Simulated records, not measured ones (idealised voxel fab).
The following process module bears the name voxel double patterning.
The cross-section shown here is cut; it is 180 nm wide and divided into square cells measuring 5 nm on a side.
When this document writes out a cross-section, it uses a grid of square cells and lists it as bands, beginning at the top and moving down, with a band standing for one or more rows of cells. A band entry consists of two parts. The first gives the height of the band's top and the height of its bottom, in nm. The rest lists the band's materials from left to right, each with its width in nm. A single material labelled with the word "full width" fills the band from edge to edge, and the word "blank" marks empty space. The reference from which all heights are counted is 0, the level beneath which the as-received wafer is entirely one material; the lowest band, having no lower bound, proceeds downward and is written after the example "0 and below". Note: "30->40" means the width goes from the first number (top row of the band) to the second number (bottom row) in equal steps per row of cells. For the purposes of this document, the phrase "nothing was modified" attached to a step denotes that no cell within the cross-section was modified by that step. Empty spaces without an open route to the top, at least 8 cells in extent, make up the entry "Sealed cavities"; each is given as width x height at distance, where the distance is measured from the left edge, and all are in nm. Anything after a step's settings on that line? It's the simulator's own note about the step. "overlay nm" answers the question of how far to the right of plan the mask lay on a step that has a mask, and when it is negative the answer is to the left.
These are the steps we planned for the process:
1: RECEIVE [material Si]
2: CONFORMAL_DEP [material SiO2] [thk nm 10]
3: DIRECTIONAL_DEP [material polySi] [thk nm 20]
4: DIRECTIONAL_DEP [material SiN] [thk nm 5]
5: DIRECTIONAL_DEP [material aC] [thk nm 10]
6: PATTERN [tone open] [mask id FIRST] [material resist] [width nm 15] [pitch nm 50] [thk nm 25] [overlay nm 0]
7: DIRECTIONAL_ETCH [etch materials aC] [depth nm 10]
8: STRIP [etch materials resist]
9: DIRECTIONAL_ETCH [etch materials SiN] [depth nm 5]
10: STRIP [etch materials aC]
11: DIRECTIONAL_DEP [material aC] [thk nm 15]
12: PATTERN [tone open] [mask id SECOND] [material resist] [width nm 15] [pitch nm 50] [thk nm 30] [overlay nm 0]
13: DIRECTIONAL_ETCH [etch materials aC] [depth nm 15]
14: STRIP [etch materials resist]
15: DIRECTIONAL_ETCH [etch materials SiN] [depth nm 5]
16: STRIP [etch materials aC]
17: DIRECTIONAL_ETCH [etch materials polySi] [depth nm 20]
18: STRIP [etch materials SiN]
First wafer, two in total, run as planned:
Step 1 complete: cross-section of the wafer as received:
	0 and below | Si full width
	Sealed cavities: none
Cross-section of the wafer subsequent to step 2:
	10 down to 0 | SiO2 full width
	Under 0: no change, same as before.
Cross-section of the wafer subsequent to step 3:
	30 down to 10 | polySi full width
	Under 10: no change, same as before.
Cross-section of the wafer subsequent to step 4:
	35 down to 30 | SiN full width
	Under 30: no change, same as before.
Cross-section of the wafer subsequent to step 5:
	45 down to 35 | aC full width
	Under 35: no change, same as before.
Cross-section of the wafer subsequent to step 6:
	70 down to 45 | resist 30  blank 15  resist 35  blank 15  resist 35  blank 15  resist 35
	Under 45: no change, same as before.
Cross-section of the wafer subsequent to step 7:
	60 down to 45 | resist 30  blank 15  resist 35  blank 15  resist 35  blank 15  resist 35
	45 down to 35 | aC 30  blank 15  aC 35  blank 15  aC 35  blank 15  aC 35
	Under 35: no change, same as before.
Cross-section of the wafer subsequent to step 8:
	45 down to 35 | aC 30  blank 15  aC 35  blank 15  aC 35  blank 15  aC 35
	Under 35: no change, same as before.
Cross-section of the wafer subsequent to step 9:
	45 down to 35 | aC 30  blank 15  aC 35  blank 15  aC 35  blank 15  aC 35
	35 down to 30 | SiN 30  blank 15  SiN 35  blank 15  SiN 35  blank 15  SiN 35
	Under 30: no change, same as before.
Cross-section of the wafer subsequent to step 10:
	35 down to 30 | SiN 30  blank 15  SiN 35  blank 15  SiN 35  blank 15  SiN 35
	Under 30: no change, same as before.
Cross-section of the wafer subsequent to step 11:
	50 down to 45 | aC 30  blank 15  aC 35  blank 15  aC 35  blank 15  aC 35
	45 down to 35 | aC full width
	35 down to 30 | SiN 30  aC 15  SiN 35  aC 15  SiN 35  aC 15  SiN 35
	Under 30: no change, same as before.
Cross-section of the wafer subsequent to step 12:
	80 down to 50 | resist 55  blank 15  resist 35  blank 15  resist 60
	50 down to 45 | aC 30  resist 15  aC 35  resist 15  aC 35  resist 15  aC 35
	Under 45: no change, same as before.
Cross-section of the wafer subsequent to step 13:
	65 down to 50 | resist 55  blank 15  resist 35  blank 15  resist 60
	50 down to 45 | aC 30  resist 15  aC 10  blank 15  aC 10  resist 15  aC 10  blank 15  aC 10  resist 15  aC 35
	45 down to 35 | aC 55  blank 15  aC 35  blank 15  aC 60
	Under 35: no change, same as before.
Cross-section of the wafer subsequent to step 14:
	50 down to 45 | aC 30  blank 15  aC 10  blank 15  aC 10  blank 15  aC 10  blank 15  aC 10  blank 15  aC 35
	Under 45: no change, same as before.
Cross-section of the wafer subsequent to step 15:
	50 down to 45 | aC 30  blank 15  aC 10  blank 15  aC 10  blank 15  aC 10  blank 15  aC 10  blank 15  aC 35
	45 down to 35 | aC 55  blank 15  aC 35  blank 15  aC 60
	35 down to 30 | SiN 30  aC 15  SiN 10  blank 15  SiN 10  aC 15  SiN 10  blank 15  SiN 10  aC 15  SiN 35
	Under 30: no change, same as before.
Cross-section of the wafer subsequent to step 16:
	35 down to 30 | SiN 30  blank 15  SiN 10  blank 15  SiN 10  blank 15  SiN 10  blank 15  SiN 10  blank 15  SiN 35
	Under 30: no change, same as before.
Cross-section of the wafer subsequent to step 17:
	35 down to 30 | SiN 30  blank 15  SiN 10  blank 15  SiN 10  blank 15  SiN 10  blank 15  SiN 10  blank 15  SiN 35
	30 down to 10 | polySi 30  blank 15  polySi 10  blank 15  polySi 10  blank 15  polySi 10  blank 15  polySi 10  blank 15  polySi 35
	Under 10: no change, same as before.
Cross-section of the wafer subsequent to step 18:
	30 down to 10 | polySi 30  blank 15  polySi 10  blank 15  polySi 10  blank 15  polySi 10  blank 15  polySi 10  blank 15  polySi 35
	Under 10: no change, same as before.
Wafer two of the pair: same origin, same plan, one error during the run; identical to wafer one up to and including step 11:
Planned end of step 12: second wafer, cross-section:
	80 down to 50 | resist 45  blank 15  resist 35  blank 15  resist 70
	50 down to 45 | aC 30  resist 15  aC 35  resist 15  aC 35  resist 15  aC 35
	Under 45: no change, same as before.
Planned end of step 13: second wafer, cross-section:
	65 down to 50 | resist 45  blank 15  resist 35  blank 15  resist 70
	50 down to 45 | aC 30  resist 15  blank 15  aC 20  resist 15  blank 15  aC 20  resist 15  aC 35
	45 down to 35 | aC 45  blank 15  aC 35  blank 15  aC 70
	Under 35: no change, same as before.
Planned end of step 14: second wafer, cross-section:
	50 down to 45 | aC 30  blank 30  aC 20  blank 30  aC 20  blank 15  aC 35
	Under 45: no change, same as before.
Planned end of step 15: second wafer, cross-section:
	50 down to 45 | aC 30  blank 30  aC 20  blank 30  aC 20  blank 15  aC 35
	45 down to 35 | aC 45  blank 15  aC 35  blank 15  aC 70
	35 down to 30 | SiN 30  aC 15  blank 15  SiN 20  aC 15  blank 15  SiN 20  aC 15  SiN 35
	Under 30: no change, same as before.
Planned end of step 16: second wafer, cross-section:
	35 down to 30 | SiN 30  blank 30  SiN 20  blank 30  SiN 20  blank 15  SiN 35
	Under 30: no change, same as before.
Planned end of step 17: second wafer, cross-section:
	35 down to 30 | SiN 30  blank 30  SiN 20  blank 30  SiN 20  blank 15  SiN 35
	30 down to 10 | polySi 30  blank 30  polySi 20  blank 30  polySi 20  blank 15  polySi 35
	Under 10: no change, same as before.
Planned end of step 18: second wafer, cross-section:
	30 down to 10 | polySi 30  blank 30  polySi 20  blank 30  polySi 20  blank 15  polySi 35
	Under 10: no change, same as before.
Deviation from plan: rather than as planned, step 12 actually ran as PATTERN [tone open] [mask id SECOND] [material resist] [width nm 15] [pitch nm 50] [thk nm 30] [overlay nm -10]
So at the finish, the second wafer's got exactly as many cells of each material as the first, just not in the same spots.
